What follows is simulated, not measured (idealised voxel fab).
The document below concerns the process module designated voxel trench capacitor.
Each square cell in cross-section cut measures 5 nm, and the section as a whole is 255 nm wide.
We lay out every cross-section as a grid of square cells and spell it out in bands from the top down, where one band means one or more rows of cells. Top height, bottom height, nm. Materials left to right, width each, nm. Single material + "throughout" = fills band edge to edge. "air" = empty. Note: height 0 marks the level under which the wafer is uniformly one material as received. Lowest band unbounded below, written "0 nm and below". You'd read "30 to 40" like this: the band's top row of cells is as wide as the first number, its bottom row is as wide as the second, and going down, every row changes width by the same amount as the row before did. Given "same as before" for a step, no cell of the cross-section differs between before and after that step. Under "Voids, enclosed" you'll find the enclosed gaps, the ones with no way out to the top, that are 8 cells or bigger; each reads width x height at distance, with distance counted from the left edge, everything in nm. Formally, on a step line, whatever follows the settings is a remark that the simulator itself makes on the step. overlay nm: for a step with a mask, the amount by which the mask lay right of where it was planned; a negative amount means left of it.
-- Process steps foreseen in the plan
1 RECEIVE: material Si
2 CONFORMAL_DEP: material SiN, thk nm 5
3 PATTERN: tone open, mask id TRENCH, material resist, width nm 25, pitch nm 50, thk nm 20, overlay nm 0
4 DIRECTIONAL_ETCH: etch materials SiN, depth nm 5
5 DIRECTIONAL_ETCH: etch materials Si, depth nm 30
6 STRIP: etch materials resist
7 CONFORMAL_DEP: material HfO2, thk nm 5
8 CONFORMAL_DEP: material TiN, thk nm 5
9 FILL_DEP: material W, thk nm 10
10 CMP: height nm 5
-- The first of the two wafers, which ran as planned
-- Shown in cross-section is the wafer as received, that is, as it stands after step 1
* 0 nm and below = Si throughout
* Voids, enclosed: none
-- After step 2, in cross-section
* 5 nm to 0 nm = SiN throughout
* Below 0, no change.
-- After step 3, in cross-section
* 25 nm to 5 nm = 65 of resist, then 25 of air, then 25 of resist, then 25 of air, then 25 of resist, then 25 of air, then 65 of resist
* Below 5, no change.
-- After step 4, in cross-section
* 25 nm to 5 nm = 65 of resist, then 25 of air, then 25 of resist, then 25 of air, then 25 of resist, then 25 of air, then 65 of resist
* 5 nm to 0 nm = 65 of SiN, then 25 of air, then 25 of SiN, then 25 of air, then 25 of SiN, then 25 of air, then 65 of SiN
* Below 0, no change.
-- After step 5, in cross-section
* 25 nm to 5 nm = 65 of resist, then 25 of air, then 25 of resist, then 25 of air, then 25 of resist, then 25 of air, then 65 of resist
* 5 nm to 0 nm = 65 of SiN, then 25 of air, then 25 of SiN, then 25 of air, then 25 of SiN, then 25 of air, then 65 of SiN
* 0 nm to -30 nm = 65 of Si, then 25 of air, then 25 of Si, then 25 of air, then 25 of Si, then 25 of air, then 65 of Si
* Below -30, no change.
-- After step 6, in cross-section
* 5 nm to 0 nm = 65 of SiN, then 25 of air, then 25 of SiN, then 25 of air, then 25 of SiN, then 25 of air, then 65 of SiN
* Below 0, no change.
-- After step 7, in cross-section
* 10 nm to 5 nm = 70 of HfO2, then 15 of air, then 35 of HfO2, then 15 of air, then 35 of HfO2, then 15 of air, then 70 of HfO2
* 5 nm to 0 nm = 65 of SiN, then 5 of HfO2, then 15 of air, then 5 of HfO2, then 25 of SiN, then 5 of HfO2, then 15 of air, then 5 of HfO2, then 25 of SiN, then 5 of HfO2, then 15 of air, then 5 of HfO2, then 65 of SiN
* 0 nm to -25 nm = 65 of Si, then 5 of HfO2, then 15 of air, then 5 of HfO2, then 25 of Si, then 5 of HfO2, then 15 of air, then 5 of HfO2, then 25 of Si, then 5 of HfO2, then 15 of air, then 5 of HfO2, then 65 of Si
* -25 nm to -30 nm = 65 of Si, then 25 of HfO2, then 25 of Si, then 25 of HfO2, then 25 of Si, then 25 of HfO2, then 65 of Si
* Below -30, no change.
-- After step 8, in cross-section
* 15 nm to 10 nm = 75 of TiN, then 5 of air, then 45 of TiN, then 5 of air, then 45 of TiN, then 5 of air, then 75 of TiN
* 10 nm to 5 nm = 70 of HfO2, then 5 of TiN, then 5 of air, then 5 of TiN, then 35 of HfO2, then 5 of TiN, then 5 of air, then 5 of TiN, then 35 of HfO2, then 5 of TiN, then 5 of air, then 5 of TiN, then 70 of HfO2
* 5 nm to 0 nm = 65 of SiN, then 5 of HfO2, then 5 of TiN, then 5 of air, then 5 of TiN, then 5 of HfO2, then 25 of SiN, then 5 of HfO2, then 5 of TiN, then 5 of air, then 5 of TiN, then 5 of HfO2, then 25 of SiN, then 5 of HfO2, then 5 of TiN, then 5 of air, then 5 of TiN, then 5 of HfO2, then 65 of SiN
* 0 nm to -20 nm = 65 of Si, then 5 of HfO2, then 5 of TiN, then 5 of air, then 5 of TiN, then 5 of HfO2, then 25 of Si, then 5 of HfO2, then 5 of TiN, then 5 of air, then 5 of TiN, then 5 of HfO2, then 25 of Si, then 5 of HfO2, then 5 of TiN, then 5 of air, then 5 of TiN, then 5 of HfO2, then 65 of Si
* -20 nm to -25 nm = 65 of Si, then 5 of HfO2, then 15 of TiN, then 5 of HfO2, then 25 of Si, then 5 of HfO2, then 15 of TiN, then 5 of HfO2, then 25 of Si, then 5 of HfO2, then 15 of TiN, then 5 of HfO2, then 65 of Si
* Below -25, no change.
-- After step 9, in cross-section
* 25 nm to 15 nm = W throughout
* 15 nm to 10 nm = 75 of TiN, then 5 of W, then 45 of TiN, then 5 of W, then 45 of TiN, then 5 of W, then 75 of TiN
* 10 nm to 5 nm = 70 of HfO2, then 5 of TiN, then 5 of W, then 5 of TiN, then 35 of HfO2, then 5 of TiN, then 5 of W, then 5 of TiN, then 35 of HfO2, then 5 of TiN, then 5 of W, then 5 of TiN, then 70 of HfO2
* 5 nm to 0 nm = 65 of SiN, then 5 of HfO2, then 5 of TiN, then 5 of W, then 5 of TiN, then 5 of HfO2, then 25 of SiN, then 5 of HfO2, then 5 of TiN, then 5 of W, then 5 of TiN, then 5 of HfO2, then 25 of SiN, then 5 of HfO2, then 5 of TiN, then 5 of W, then 5 of TiN, then 5 of HfO2, then 65 of SiN
* 0 nm to -20 nm = 65 of Si, then 5 of HfO2, then 5 of TiN, then 5 of W, then 5 of TiN, then 5 of HfO2, then 25 of Si, then 5 of HfO2, then 5 of TiN, then 5 of W, then 5 of TiN, then 5 of HfO2, then 25 of Si, then 5 of HfO2, then 5 of TiN, then 5 of W, then 5 of TiN, then 5 of HfO2, then 65 of Si
* Below -20, no change.
-- After step 10, in cross-section
* 5 nm to 0 nm = 65 of SiN, then 5 of HfO2, then 5 of TiN, then 5 of W, then 5 of TiN, then 5 of HfO2, then 25 of SiN, then 5 of HfO2, then 5 of TiN, then 5 of W, then 5 of TiN, then 5 of HfO2, then 25 of SiN, then 5 of HfO2, then 5 of TiN, then 5 of W, then 5 of TiN, then 5 of HfO2, then 65 of SiN
* Below 0, no change.
-- The remaining wafer, second of the two, started like the first and was run to the same plan, except that one mistake was made along the way; the two coincide through step 6, inclusive
-- Second wafer: cross-section at the scheduled end of step 7
* 20 nm to 5 nm = HfO2 throughout
* 5 nm to 0 nm = 65 of SiN, then 25 of HfO2, then 25 of SiN, then 25 of HfO2, then 25 of SiN, then 25 of HfO2, then 65 of SiN
* 0 nm to -30 nm = 65 of Si, then 25 of HfO2, then 25 of Si, then 25 of HfO2, then 25 of Si, then 25 of HfO2, then 65 of Si
* Below -30, no change.
-- Second wafer: cross-section at the scheduled end of step 8
* 25 nm to 20 nm = TiN throughout
* Below 20, no change.
-- Second wafer: cross-section at the scheduled end of step 9
* 35 nm to 25 nm = W throughout
* Below 25, no change.
-- Second wafer: cross-section at the scheduled end of step 10
* 5 nm to 0 nm = 65 of SiN, then 25 of HfO2, then 25 of SiN, then 25 of HfO2, then 25 of SiN, then 25 of HfO2, then 65 of SiN
* Below 0, no change.
The plan and the run diverged here: planned and actual differ for step 7; actual: CONFORMAL_DEP: material HfO2, thk nm 15
Cell-count delta at end, second wafer over first, by material: 54 more of HfO2, 39 fewer of TiN, 15 fewer of W
